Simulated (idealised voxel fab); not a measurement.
process module | voxel wiring stack
cross-section cut | 250 nm wide | cells 5 nm
A cross-section is a grid of square cells, given in bands from the top down. A band is one or more rows of cells.
Each band's line starts with the height of the band's top and of its bottom, in nm. Then come its materials from left to right, each with its width in nm. One material with "throughout" fills the band from edge to edge. "air" is empty space.
Height 0 is the level under which the wafer as received is all one material. The lowest band goes on downwards, as in "0 down".
A width such as "30 to 40" changes by the same amount from each row of cells to the next, from the band's top row to its bottom row.
"no change" after a step means that no cell of the cross-section changed.
closed voids: empty space of 8 cells or more with no open way to the top, each as width x height at its distance from the left edge, in nm
after a step's settings: what the simulator itself notes on the step
overlay nm, on a step with a mask: how far to the right of its planned place the mask lay; to the left if negative
plan
1 op RECEIVE | material Si
2 op CONFORMAL_DEP | material SiO2 | thk nm 10
3 op CONFORMAL_DEP | material SiCN | thk nm 5
4 op DIRECTIONAL_DEP | material SiO2 | thk nm 15
5 op DIRECTIONAL_DEP | material aC | thk nm 10
6 op PATTERN | tone open | mask id METAL_1 | material resist | width nm 20 | pitch nm 35 | thk nm 25 | overlay nm -15
7 op DIRECTIONAL_ETCH | etch materials aC | depth nm 10
8 op STRIP | etch materials resist
9 op DIRECTIONAL_ETCH | etch materials SiO2 | depth nm 15
10 op DIRECTIONAL_ETCH | etch materials SiCN | depth nm 5
11 op STRIP | etch materials aC
12 op CONFORMAL_DEP | material TiN | thk nm 5
13 op FILL_DEP | material Cu | thk nm 10
14 op CMP | height nm 30
15 op EPI | material Ru | thk nm 5
16 op FILL_DEP | material SiCN | thk nm 5
17 op DIRECTIONAL_DEP | material SiO2 | thk nm 15
18 op DIRECTIONAL_DEP | material aC | thk nm 10
19 op PATTERN | tone open | mask id PLUG_1 | material resist | width nm 15 | pitch nm 70 | thk nm 25 | overlay nm 0
20 op DIRECTIONAL_ETCH | etch materials aC | depth nm 10
21 op STRIP | etch materials resist
22 op DIRECTIONAL_ETCH | etch materials SiO2 | depth nm 15
23 op DIRECTIONAL_ETCH | etch materials SiCN | depth nm 5
24 op STRIP | etch materials aC
25 op CONFORMAL_DEP | material TiN | thk nm 5
26 op FILL_DEP | material W | thk nm 5
27 op CMP | height nm 55
28 op DIRECTIONAL_DEP | material TiN | thk nm 5
29 op DIRECTIONAL_DEP | material W | thk nm 25
30 op MASKED_ETCH | tone cover | mask id METAL_2 | width nm 20 | pitch nm 35 | etch materials W | depth nm 25 | overlay nm 0
31 op MASKED_ETCH | tone cover | mask id METAL_2 | width nm 20 | pitch nm 35 | etch materials TiN | depth nm 5 | overlay nm 0
32 op CONFORMAL_DEP | material SiN | thk nm 5
33 op FILL_DEP | material SiO2 | thk nm 5
34 op CMP | height nm 85
35 op CONFORMAL_DEP | material SiCN | thk nm 5
36 op DIRECTIONAL_DEP | material lowk | thk nm 25
37 op DIRECTIONAL_DEP | material aC | thk nm 10
38 op PATTERN | tone open | mask id METAL_3 | material resist | width nm 20 | pitch nm 35 | thk nm 25 | overlay nm 0
39 op DIRECTIONAL_ETCH | etch materials aC | depth nm 10
40 op STRIP | etch materials resist
41 op DIRECTIONAL_ETCH | etch materials lowk | depth nm 15
42 op STRIP | etch materials aC
43 op PATTERN | tone open | mask id METAL_3_HOLES | material resist | width nm 15 | pitch nm 35 | thk nm 20 | overlay nm 0
44 op DIRECTIONAL_ETCH | etch materials lowk | depth nm 10
45 op DIRECTIONAL_ETCH | etch materials SiCN | depth nm 5
46 op STRIP | etch materials resist
47 op CONFORMAL_DEP | material TiN | thk nm 5
48 op FILL_DEP | material Cu | thk nm 10
49 op CMP | height nm 115
50 op CONFORMAL_DEP | material SiN | thk nm 5
varied across the wafers: overlay nm of step 6. The plan shows the first wafer's value. All wafers start alike
first wafer as received, after step 1
  0 down: Si throughout
  closed voids: none
first wafer at the end, after step 50
  120 to 115: SiN throughout
  115 to 105: lowk 80 | TiN 5 | Cu 10 | TiN 5 | lowk 15 | TiN 5 | Cu 10 | TiN 5 | lowk 15 | TiN 5 | Cu 10 | TiN 5 | lowk 80
  105 to 100: lowk 80 | TiN 5 | Cu 5 | TiN 10 | lowk 15 | TiN 5 | Cu 5 | TiN 10 | lowk 15 | TiN 5 | Cu 5 | TiN 10 | lowk 80
  100 to 90: lowk 80 | TiN 5 | Cu 5 | TiN 5 | lowk 20 | TiN 5 | Cu 5 | TiN 5 | lowk 20 | TiN 5 | Cu 5 | TiN 5 | lowk 85
  90 to 85: SiCN 80 | TiN 15 | SiCN 20 | TiN 15 | SiCN 20 | TiN 15 | SiCN 85
  85 to 60: SiO2 75 | SiN 5 | W 20 | SiN 5 | SiO2 5 | SiN 5 | W 20 | SiN 5 | SiO2 5 | SiN 5 | W 20 | SiN 5 | SiO2 75
  60 to 55: SiN 80 | TiN 20 | SiN 15 | TiN 20 | SiN 15 | TiN 20 | SiN 80
  55 to 40: SiO2 80 | TiN 5 | W 5 | TiN 5 | SiO2 55 | TiN 5 | W 5 | TiN 5 | SiO2 85
  40 to 35: SiCN 80 | TiN 15 | SiCN 55 | TiN 15 | SiCN 85
  35 to 30: SiCN 60 | Ru 30 | SiCN 5 | Ru 30 | SiCN 5 | Ru 30 | SiCN 90
  30 to 15: SiO2 65 | TiN 5 | Cu 10 | TiN 5 | SiO2 15 | TiN 5 | Cu 10 | TiN 5 | SiO2 15 | TiN 5 | Cu 10 | TiN 5 | SiO2 95
  15 to 10: SiCN 65 | TiN 20 | SiCN 15 | TiN 20 | SiCN 15 | TiN 20 | SiCN 95
  10 to 0: SiO2 throughout
  0 down: Si throughout
  closed voids: none
last wafer at the end
  120 to 115: SiN throughout
  115 to 105: lowk 80 | TiN 5 | Cu 10 | TiN 5 | lowk 15 | TiN 5 | Cu 10 | TiN 5 | lowk 15 | TiN 5 | Cu 10 | TiN 5 | lowk 80
  105 to 100: lowk 80 | TiN 5 | Cu 5 | TiN 10 | lowk 15 | TiN 5 | Cu 5 | TiN 10 | lowk 15 | TiN 5 | Cu 5 | TiN 10 | lowk 80
  100 to 90: lowk 80 | TiN 5 | Cu 5 | TiN 5 | lowk 20 | TiN 5 | Cu 5 | TiN 5 | lowk 20 | TiN 5 | Cu 5 | TiN 5 | lowk 85
  90 to 85: SiCN 80 | TiN 15 | SiCN 20 | TiN 15 | SiCN 20 | TiN 15 | SiCN 85
  85 to 60: SiO2 75 | SiN 5 | W 20 | SiN 5 | SiO2 5 | SiN 5 | W 20 | SiN 5 | SiO2 5 | SiN 5 | W 20 | SiN 5 | SiO2 75
  60 to 55: SiN 80 | TiN 20 | SiN 15 | TiN 20 | SiN 15 | TiN 20 | SiN 80
  55 to 40: SiO2 80 | TiN 5 | W 5 | TiN 5 | SiO2 55 | TiN 5 | W 5 | TiN 5 | SiO2 85
  40 to 35: SiCN 80 | TiN 15 | SiCN 55 | TiN 15 | SiCN 85
  35 to 30: SiCN 90 | Ru 30 | SiCN 5 | Ru 30 | SiCN 5 | Ru 30 | SiCN 60
  30 to 15: SiO2 95 | TiN 5 | Cu 10 | TiN 5 | SiO2 15 | TiN 5 | Cu 10 | TiN 5 | SiO2 15 | TiN 5 | Cu 10 | TiN 5 | SiO2 65
  15 to 10: SiCN 95 | TiN 20 | SiCN 15 | TiN 20 | SiCN 15 | TiN 20 | SiCN 65
  10 to 0: SiO2 throughout
  0 down: Si throughout
  closed voids: none
each wafer at the end: cells of each material gained (+) or lost (-) since it was received, then its closed voids
overlay nm -15 | +39 Cu | +18 Ru | +155 SiCN | +118 SiN | +506 SiO2 | +102 TiN | +66 W | +196 lowk | closed voids: none
overlay nm -10 | +39 Cu | +18 Ru | +155 SiCN | +118 SiN | +506 SiO2 | +102 TiN | +66 W | +196 lowk | closed voids: none
overlay nm -5 | +39 Cu | +18 Ru | +155 SiCN | +118 SiN | +506 SiO2 | +102 TiN | +66 W | +196 lowk | closed voids: none
overlay nm 0 | +39 Cu | +18 Ru | +155 SiCN | +118 SiN | +506 SiO2 | +102 TiN | +66 W | +196 lowk | closed voids: none
overlay nm 5 | +39 Cu | +18 Ru | +155 SiCN | +118 SiN | +506 SiO2 | +102 TiN | +66 W | +196 lowk | closed voids: none
overlay nm 10 | +39 Cu | +18 Ru | +155 SiCN | +118 SiN | +506 SiO2 | +102 TiN | +66 W | +196 lowk | closed voids: none
overlay nm 15 | +39 Cu | +18 Ru | +155 SiCN | +118 SiN | +506 SiO2 | +102 TiN | +66 W | +196 lowk | closed voids: none
